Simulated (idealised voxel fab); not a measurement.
The name of this process module is voxel quadruple lines.
Cross-section cut: width 260 nm, square cells of 5 nm.
This document writes a cross-section as a grid whose cells are square, and gives it as bands, listed from the top down; one or more rows of cells form a band. This entry defines a band. It first specifies the height of the band's top and the height of its bottom in nm, and then specifies the band's materials from left to right, stating each material with its width in nm. The word "all across" identifies a single material that fills the band from edge to edge, while the word "air" identifies empty space. Beneath 0, the wafer as received is one material, and that level is where height counting begins. The lowest band goes on downward without a bottom; it is written like "from 0 down". Think of "30->40" as a width that walks from the first number to the second as you go down the band, top row to bottom row, taking equal-sized steps from row to row. Where a step carries "stayed the same", the cross-section came out of it unchanged, cell for cell. "Unvented internal voids" lists enclosed empty spaces (at least 8 cells, no open path upward to the top), each as width x height at distance from the left edge, in nm. Step line, after settings: the simulator's comment on this step. The "overlay nm" setting may appear on a step's line; for a step that uses a mask, it gives how far to the right of its planned position the mask lay, and a negative value indicates the left.

The steps planned for the process are as follows
| 1 | RECEIVE (material Si) |
| 2 | CONFORMAL_DEP (material SiO2; thk nm 10) |
| 3 | DIRECTIONAL_DEP (material Ru; thk nm 10) |
| 4 | DIRECTIONAL_DEP (material polySi; thk nm 20) |
| 5 | DIRECTIONAL_DEP (material aC; thk nm 20) |
| 6 | PATTERN (tone cover; mask id MANDREL; material resist; width nm 35; pitch nm 100; thk nm 30; overlay nm 0) |
| 7 | DIRECTIONAL_ETCH (etch materials aC; depth nm 20) |
| 8 | STRIP (etch materials resist) |
| 9 | CONFORMAL_DEP (material SiO2; thk nm 15) |
| 10 | DIRECTIONAL_ETCH (etch materials SiO2; depth nm 15) |
| 11 | STRIP (etch materials aC) |
| 12 | DIRECTIONAL_ETCH (etch materials polySi; depth nm 20) |
| 13 | STRIP (etch materials SiO2) |
| 14 | CONFORMAL_DEP (material SiCN; thk nm 10) |
| 15 | DIRECTIONAL_ETCH (etch materials SiCN; depth nm 10) |
| 16 | STRIP (etch materials polySi) |
| 17 | DIRECTIONAL_ETCH (etch materials Ru; depth nm 10) |
| 18 | STRIP (etch materials SiCN) |
| 19 | FILL_DEP (material lowk; thk nm 5) |
| 20 | CMP (height nm 20) |

Received-state cross-section, reflecting completion of step 1
- from 0 down: Si all across
- Unvented internal voids: none

First wafer of two, sectioned at end of module; run went per plan
- from 20 to 10: lowk 35 nm  Ru 10 nm  lowk 15 nm  Ru 10 nm  lowk 15 nm  Ru 10 nm  lowk 15 nm  Ru 10 nm  lowk 15 nm  Ru 10 nm  lowk 15 nm  Ru 10 nm  lowk 15 nm  Ru 10 nm  lowk 15 nm  Ru 10 nm  lowk 40 nm
- from 10 to 0: SiO2 all across
- from 0 down: Si all across
- Unvented internal voids: none

Cross-section at end of module for the second wafer of two, which matched the first in starting point and plan and differed by one mistake in its processing
- from 20 to 10: lowk 40 nm  Ru 10 nm  lowk 10 nm  Ru 10 nm  lowk 15 nm  Ru 10 nm  lowk 10 nm  Ru 10 nm  lowk 25 nm  Ru 10 nm  lowk 10 nm  Ru 10 nm  lowk 15 nm  Ru 10 nm  lowk 10 nm  Ru 10 nm  lowk 45 nm
- from 10 to 0: SiO2 all across
- from 0 down: Si all across
- Unvented internal voids: none
The mistake made against the process plan was this: step 9 did not happen as planned, as run it was CONFORMAL_DEP (material SiO2; thk nm 10)
Comparing end states, the material composition by cell count is preserved from the first wafer to the second, while the locations of the cells are not.
